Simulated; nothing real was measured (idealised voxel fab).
This section sets out a process module, namely voxel self aligned contacts.
This is section cut - it's 190 nm across, gridded in 5 nm square cells.
For the purposes of this document, a cross-section shall be understood as a grid of square cells, specified as bands listed in top-to-bottom order, each band consisting of one or more rows of cells. First you get the band's top height and its bottom height, in nm, and then the materials it's made of, left to right, with each width in nm. If you see a single material with "everywhere", that one covers the band edge to edge. "empty" is empty space. The level at which height equals 0 is the one under which the wafer, as it arrives, is entirely one material. No lower edge exists for the bottom band, which continues downward and is notated as in "0 and below". The expression "30->40" gives the width at the extremes of the band, the first number at its top row of cells and the second at its bottom row, with the width changing by equal amounts from each row to the next in between. What does "no alterations made" mean for a step? It means no cell of the cross-section changed in that step. "Internal closed voids" - sealed voids, min. 8 cells, no opening to top; format: width x height at distance (distance from left edge; nm throughout). Whatever follows a step's settings on its line is a remark the simulator itself makes about that step. Steps that use a mask can have "overlay nm" on their line. It says how far the mask sat to the right of where it was meant to be. Negative means to the left.

[Steps planned for the process]
1,RECEIVE [material Si]
2,OXIDIZE [depth nm 5]
3,DIRECTIONAL_DEP [material polySi] [thk nm 25]
4,DIRECTIONAL_DEP [material SiN] [thk nm 25]
5,PATTERN [tone cover] [mask id GATE] [material resist] [width nm 25] [pitch nm 60] [thk nm 20] [overlay nm 0]
6,DIRECTIONAL_ETCH [etch materials SiN] [depth nm 25]
7,DIRECTIONAL_ETCH [etch materials polySi] [depth nm 25]
8,STRIP [etch materials resist]
9,CONFORMAL_DEP [material SiN] [thk nm 10]
10,DIRECTIONAL_ETCH [etch materials SiN] [depth nm 10]
11,FILL_DEP [material SiO2] [thk nm 20]
12,CMP [height nm 60]
13,DIRECTIONAL_DEP [material aC] [thk nm 10]
14,PATTERN [tone open] [mask id CONTACT] [material resist] [width nm 45] [thk nm 25] [overlay nm 0]
15,DIRECTIONAL_ETCH [etch materials aC] [depth nm 10]
16,STRIP [etch materials resist]
17,DIRECTIONAL_ETCH [etch materials SiO2] [depth nm 65]
18,STRIP [etch materials aC]
19,CONFORMAL_DEP [material TiN] [thk nm 5]
20,FILL_DEP [material Ru] [thk nm 10]
21,CMP [height nm 60]
22,CONFORMAL_DEP [material SiCN] [thk nm 5]

[This is the cross-section of the wafer as we received it, i.e. after step 1]
* 0 and below: Si everywhere
* Internal closed voids: none

[Cross-section at module end, one run error; start and plan unchanged from above]
* 80 down to 75: SiCN everywhere
* 75 down to 65: Ru everywhere
* 65 down to 60: TiN 75 / Ru 35 / TiN 80
* 60 down to 50: SiO2 70 / TiN 5->20 / Ru 35->5 / TiN 5->20 / SiO2 75
* 50 down to 25: SiO2 40 / SiN 45 / TiN 5 / Ru 5 / TiN 5 / SiN 45 / SiO2 45
* 25 down to 0: SiO2 40 / SiN 10 / polySi 25 / SiN 10 / TiN 5 / Ru 5 / TiN 5 / SiN 10 / polySi 25 / SiN 10 / SiO2 45
* 0 down to -5: SiO2 85 / TiN 15 / SiO2 90
* -5 and below: Si everywhere
* Internal closed voids: none
Where did the run depart from the plan? step 21 was left out
